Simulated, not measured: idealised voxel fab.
The process module presented herein is designated voxel gate over fins.
This is section cut - it's 235 nm across, gridded in 5 nm square cells.
Just so we're on the same page, the cross-sections are grids of square cells, and they're listed out in bands top to bottom, each band one or more rows deep.
Band: top height; bottom height; in nm. Then, left to right: material with width in nm, for each material. "all across": a single material spanning edge to edge. "air": empty space.
Basically, 0 is our baseline, since under it the wafer straight out of the box is all one material. The bottom band has no lower end and keeps on going down, so it looks like "from 0 down".
With a width like "30..40", each row of cells in the band differs from the next by the same amount, the top row carrying the first number and the bottom row the second.
"left unchanged" -> step changed no cross-section cell.
Empty spaces without an open route to the top, at least 8 cells in extent, make up the entry "Enclosed cavity list"; each is given as width x height at distance, where the distance is measured from the left edge, and all are in nm.
What comes after the settings on a step's line is commentary from the simulator itself on that step.
overlay nm: mask offset rightward from planned place, masked step; negative means leftward offset.
# The process steps that were planned are listed below
| 1 | RECEIVE | material Si |
| 2 | CONFORMAL_DEP | material SiN | thk nm 5 |
| 3 | MASKED_ETCH | tone cover | mask id FINS | width nm 15 | pitch nm 55 | etch materials SiN | depth nm 5 | overlay nm 0 |
| 4 | MASKED_ETCH | tone cover | mask id FINS | width nm 15 | pitch nm 55 | etch materials Si | depth nm 40 | overlay nm 0 |
| 5 | OXIDIZE | depth nm 5 |
| 6 | FILL_DEP | material SiO2 | thk nm 10 |
| 7 | CMP | height nm 5 |
| 8 | PATTERN | tone open | mask id RAIL | material resist | width nm 15 | thk nm 20 | overlay nm 0 |
| 9 | DIRECTIONAL_ETCH | etch materials SiO2 | depth nm 40 |
| 10 | STRIP | etch materials resist |
| 11 | CONFORMAL_DEP | material TiN | thk nm 5 |
| 12 | FILL_DEP | material Ru | thk nm 5 |
| 13 | CMP | height nm 5 |
| 14 | SELECTIVE_ETCH | etch materials W Ru TiN | depth nm 25 |
| 15 | FILL_DEP | material SiO2 | thk nm 5 |
| 16 | CMP | height nm 5 |
| 17 | SELECTIVE_ETCH | etch materials SiO2 | depth nm 15 |
| 18 | STRIP | etch materials SiN |
| 19 | CONFORMAL_DEP | material HfO2 | thk nm 5 |
| 20 | CONFORMAL_DEP | material TiN | thk nm 5 |
| 21 | CONFORMAL_DEP | material TiAl | thk nm 5 |
| 22 | CONFORMAL_DEP | material TiN | thk nm 5 |
| 23 | FILL_DEP | material W | thk nm 15 |
| 24 | CMP | height nm 30 |
| 25 | CONFORMAL_DEP | material SiN | thk nm 5 |
# First of two wafers, processed according to plan
# Cross-section: wafer on arrival = after step 1
  from 0 down | Si all across
  Enclosed cavity list: none
# Cross-section: wafer state after step 2
  from 5 to 0 | SiN all across
  Lower than 0, everything is as it was.
# Cross-section: wafer state after step 3
  from 5 to 0 | 80 air / 15 SiN / 40 air / 15 SiN / 85 air
  Lower than 0, everything is as it was.
# Cross-section: wafer state after step 4
  from 5 to 0 | 80 air / 15 SiN / 40 air / 15 SiN / 85 air
  from 0 to -40 | 80 air / 15 Si / 40 air / 15 Si / 85 air
  Lower than -40, everything is as it was.
# Cross-section: wafer state after step 5
  from 5 to 0 | 80 air / 15 SiN / 40 air / 15 SiN / 85 air
  from 0 to -40 | 80 air / 5 SiO2 / 5 Si / 5 SiO2 / 40 air / 5 SiO2 / 5 Si / 5 SiO2 / 85 air
  from -40 to -45 | 85 SiO2 / 5 Si / 50 SiO2 / 5 Si / 90 SiO2
  Lower than -45, everything is as it was.
# Cross-section: wafer state after step 6
  from 15 to 5 | SiO2 all across
  from 5 to 0 | 80 SiO2 / 15 SiN / 40 SiO2 / 15 SiN / 85 SiO2
  from 0 to -45 | 85 SiO2 / 5 Si / 50 SiO2 / 5 Si / 90 SiO2
  Lower than -45, everything is as it was.
# Cross-section: wafer state after step 7
  from 5 to 0 | 80 SiO2 / 15 SiN / 40 SiO2 / 15 SiN / 85 SiO2
  Lower than 0, everything is as it was.
# Cross-section: wafer state after step 8
  from 25 to 5 | 105 resist / 15 air / 115 resist
  Lower than 5, everything is as it was.
# Cross-section: wafer state after step 9
  from 25 to 5 | 105 resist / 15 air / 115 resist
  from 5 to 0 | 80 SiO2 / 15 SiN / 10 SiO2 / 15 air / 15 SiO2 / 15 SiN / 85 SiO2
  from 0 to -35 | 85 SiO2 / 5 Si / 15 SiO2 / 15 air / 20 SiO2 / 5 Si / 90 SiO2
  Lower than -35, everything is as it was.
# Cross-section: wafer state after step 10
  from 5 to 0 | 80 SiO2 / 15 SiN / 10 SiO2 / 15 air / 15 SiO2 / 15 SiN / 85 SiO2
  Lower than 0, everything is as it was.
# Cross-section: wafer state after step 11
  from 10 to 5 | 110 TiN / 5 air / 120 TiN
  from 5 to 0 | 80 SiO2 / 15 SiN / 10 SiO2 / 5 TiN / 5 air / 5 TiN / 15 SiO2 / 15 SiN / 85 SiO2
  from 0 to -30 | 85 SiO2 / 5 Si / 15 SiO2 / 5 TiN / 5 air / 5 TiN / 20 SiO2 / 5 Si / 90 SiO2
  from -30 to -35 | 85 SiO2 / 5 Si / 15 SiO2 / 15 TiN / 20 SiO2 / 5 Si / 90 SiO2
  Lower than -35, everything is as it was.
# Cross-section: wafer state after step 12
  from 15 to 10 | Ru all across
  from 10 to 5 | 110 TiN / 5 Ru / 120 TiN
  from 5 to 0 | 80 SiO2 / 15 SiN / 10 SiO2 / 5 TiN / 5 Ru / 5 TiN / 15 SiO2 / 15 SiN / 85 SiO2
  from 0 to -30 | 85 SiO2 / 5 Si / 15 SiO2 / 5 TiN / 5 Ru / 5 TiN / 20 SiO2 / 5 Si / 90 SiO2
  Lower than -30, everything is as it was.
# Cross-section: wafer state after step 13
  from 5 to 0 | 80 SiO2 / 15 SiN / 10 SiO2 / 5 TiN / 5 Ru / 5 TiN / 15 SiO2 / 15 SiN / 85 SiO2
  Lower than 0, everything is as it was.
# Cross-section: wafer state after step 14
  from 5 to 0 | 80 SiO2 / 15 SiN / 10 SiO2 / 15 air / 15 SiO2 / 15 SiN / 85 SiO2
  from 0 to -20 | 85 SiO2 / 5 Si / 15 SiO2 / 15 air / 20 SiO2 / 5 Si / 90 SiO2
  Lower than -20, everything is as it was.
# Cross-section: wafer state after step 15
  from 10 to 5 | SiO2 all across
  from 5 to 0 | 80 SiO2 / 15 SiN / 40 SiO2 / 15 SiN / 85 SiO2
  from 0 to -20 | 85 SiO2 / 5 Si / 50 SiO2 / 5 Si / 90 SiO2
  Lower than -20, everything is as it was.
# Cross-section: wafer state after step 16
  from 5 to 0 | 80 SiO2 / 15 SiN / 40 SiO2 / 15 SiN / 85 SiO2
  Lower than 0, everything is as it was.
# Cross-section: wafer state after step 17
  from 5 to 0 | 80 air / 15 SiN / 40 air / 15 SiN / 85 air
  from 0 to -10 | 85 air / 5 Si / 50 air / 5 Si / 90 air
  Lower than -10, everything is as it was.
# Cross-section: wafer state after step 18
  from 0 to -10 | 85 air / 5 Si / 50 air / 5 Si / 90 air
  Lower than -10, everything is as it was.
# Cross-section: wafer state after step 19
  from 5 to 0 | 80 air / 15 HfO2 / 40 air / 15 HfO2 / 85 air
  from 0 to -5 | 80 air / 5 HfO2 / 5 Si / 5 HfO2 / 40 air / 5 HfO2 / 5 Si / 5 HfO2 / 85 air
  from -5 to -10 | 85 HfO2 / 5 Si / 50 HfO2 / 5 Si / 90 HfO2
  Lower than -10, everything is as it was.
# Cross-section: wafer state after step 20
  from 10 to 5 | 75 air / 25 TiN / 30 air / 25 TiN / 80 air
  from 5 to 0 | 75 air / 5 TiN / 15 HfO2 / 5 TiN / 30 air / 5 TiN / 15 HfO2 / 5 TiN / 80 air
  from 0 to -5 | 80 TiN / 5 HfO2 / 5 Si / 5 HfO2 / 40 TiN / 5 HfO2 / 5 Si / 5 HfO2 / 85 TiN
  Lower than -5, everything is as it was.
# Cross-section: wafer state after step 21
  from 15 to 10 | 70 air / 35 TiAl / 20 air / 35 TiAl / 75 air
  from 10 to 5 | 70 air / 5 TiAl / 25 TiN / 5 TiAl / 20 air / 5 TiAl / 25 TiN / 5 TiAl / 75 air
  from 5 to 0 | 75 TiAl / 5 TiN / 15 HfO2 / 5 TiN / 30 TiAl / 5 TiN / 15 HfO2 / 5 TiN / 80 TiAl
  Lower than 0, everything is as it was.
# Cross-section: wafer state after step 22
  from 20 to 15 | 65 air / 45 TiN / 10 air / 45 TiN / 70 air
  from 15 to 10 | 65 air / 5 TiN / 35 TiAl / 5 TiN / 10 air / 5 TiN / 35 TiAl / 5 TiN / 70 air
  from 10 to 5 | 70 TiN / 5 TiAl / 25 TiN / 5 TiAl / 20 TiN / 5 TiAl / 25 TiN / 5 TiAl / 75 TiN
  Lower than 5, everything is as it was.
# Cross-section: wafer state after step 23
  from 35 to 20 | W all across
  from 20 to 15 | 65 W / 45 TiN / 10 W / 45 TiN / 70 W
  from 15 to 10 | 65 W / 5 TiN / 35 TiAl / 5 TiN / 10 W / 5 TiN / 35 TiAl / 5 TiN / 70 W
  Lower than 10, everything is as it was.
# Cross-section: wafer state after step 24
  from 30 to 20 | W all across
  Lower than 20, everything is as it was.
# Cross-section: wafer state after step 25
  from 35 to 30 | SiN all across
  Lower than 30, everything is as it was.
# Second wafer: same start and same plan as the first, one execution error; identical to the first through step 2
# Cross-section of the second wafer at the time step 3 of the plan should have ended
  from 5 to 0 | 80 SiN / 15 air / 40 SiN / 15 air / 85 SiN
  Lower than 0, everything is as it was.
Cross-section of the second wafer at the time step 4 of the plan should have ended: left unchanged
# Cross-section of the second wafer at the time step 5 of the plan should have ended
  from 5 to 0 | 80 SiN / 15 air / 40 SiN / 15 air / 85 SiN
  from 0 to -5 | 75 Si / 25 SiO2 / 30 Si / 25 SiO2 / 80 Si
  Lower than -5, everything is as it was.
# Cross-section of the second wafer at the time step 6 of the plan should have ended
  from 15 to 5 | SiO2 all across
  from 5 to 0 | 80 SiN / 15 SiO2 / 40 SiN / 15 SiO2 / 85 SiN
  Lower than 0, everything is as it was.
# Cross-section of the second wafer at the time step 7 of the plan should have ended
  from 5 to 0 | 80 SiN / 15 SiO2 / 40 SiN / 15 SiO2 / 85 SiN
  Lower than 0, everything is as it was.
# Cross-section of the second wafer at the time step 8 of the plan should have ended
  from 25 to 5 | 105 resist / 15 air / 115 resist
  Lower than 5, everything is as it was.
Cross-section of the second wafer at the time step 9 of the plan should have ended: left unchanged
# Cross-section of the second wafer at the time step 10 of the plan should have ended
  from 5 to 0 | 80 SiN / 15 SiO2 / 40 SiN / 15 SiO2 / 85 SiN
  Lower than 0, everything is as it was.
# Cross-section of the second wafer at the time step 11 of the plan should have ended
  from 10 to 5 | TiN all across
  Lower than 5, everything is as it was.
# Cross-section of the second wafer at the time step 12 of the plan should have ended
  from 15 to 10 | Ru all across
  Lower than 10, everything is as it was.
# Cross-section of the second wafer at the time step 13 of the plan should have ended
  from 5 to 0 | 80 SiN / 15 SiO2 / 40 SiN / 15 SiO2 / 85 SiN
  Lower than 0, everything is as it was.
Cross-section of the second wafer at the time step 14 of the plan should have ended: left unchanged
# Cross-section of the second wafer at the time step 15 of the plan should have ended
  from 10 to 5 | SiO2 all across
  Lower than 5, everything is as it was.
# Cross-section of the second wafer at the time step 16 of the plan should have ended
  from 5 to 0 | 80 SiN / 15 SiO2 / 40 SiN / 15 SiO2 / 85 SiN
  Lower than 0, everything is as it was.
# Cross-section of the second wafer at the time step 17 of the plan should have ended
  from 5 to 0 | 80 SiN / 15 air / 40 SiN / 15 air / 85 SiN
  from 0 to -5 | 75 Si / 25 air / 30 Si / 25 air / 80 Si
  Lower than -5, everything is as it was.
# Cross-section of the second wafer at the time step 18 of the plan should have ended
  from 0 to -5 | 75 Si / 25 air / 30 Si / 25 air / 80 Si
  Lower than -5, everything is as it was.
# Cross-section of the second wafer at the time step 19 of the plan should have ended
  from 5 to 0 | 80 HfO2 / 15 air / 40 HfO2 / 15 air / 85 HfO2
  from 0 to -5 | 75 Si / 25 HfO2 / 30 Si / 25 HfO2 / 80 Si
  Lower than -5, everything is as it was.
# Cross-section of the second wafer at the time step 20 of the plan should have ended
  from 10 to 5 | 85 TiN / 5 air / 50 TiN / 5 air / 90 TiN
  from 5 to 0 | 80 HfO2 / 15 TiN / 40 HfO2 / 15 TiN / 85 HfO2
  Lower than 0, everything is as it was.
# Cross-section of the second wafer at the time step 21 of the plan should have ended
  from 15 to 10 | TiAl all across
  from 10 to 5 | 85 TiN / 5 TiAl / 50 TiN / 5 TiAl / 90 TiN
  Lower than 5, everything is as it was.
# Cross-section of the second wafer at the time step 22 of the plan should have ended
  from 20 to 15 | TiN all across
  Lower than 15, everything is as it was.
# Cross-section of the second wafer at the time step 23 of the plan should have ended
  from 35 to 20 | W all across
  Lower than 20, everything is as it was.
# Cross-section of the second wafer at the time step 24 of the plan should have ended
  from 30 to 20 | W all across
  Lower than 20, everything is as it was.
# Cross-section of the second wafer at the time step 25 of the plan should have ended
  from 35 to 30 | SiN all across
  Lower than 30, everything is as it was.
Processing error: planned and actual differ for step 3; actual: MASKED_ETCH | tone open | mask id FINS | width nm 15 | pitch nm 55 | etch materials SiN | depth nm 5 | overlay nm 0
Materials where the second wafer ends with more or fewer cells than the first: HfO2 -4, Ru -2, Si +395, SiO2 -306, TiAl -6, TiN -19, W -58
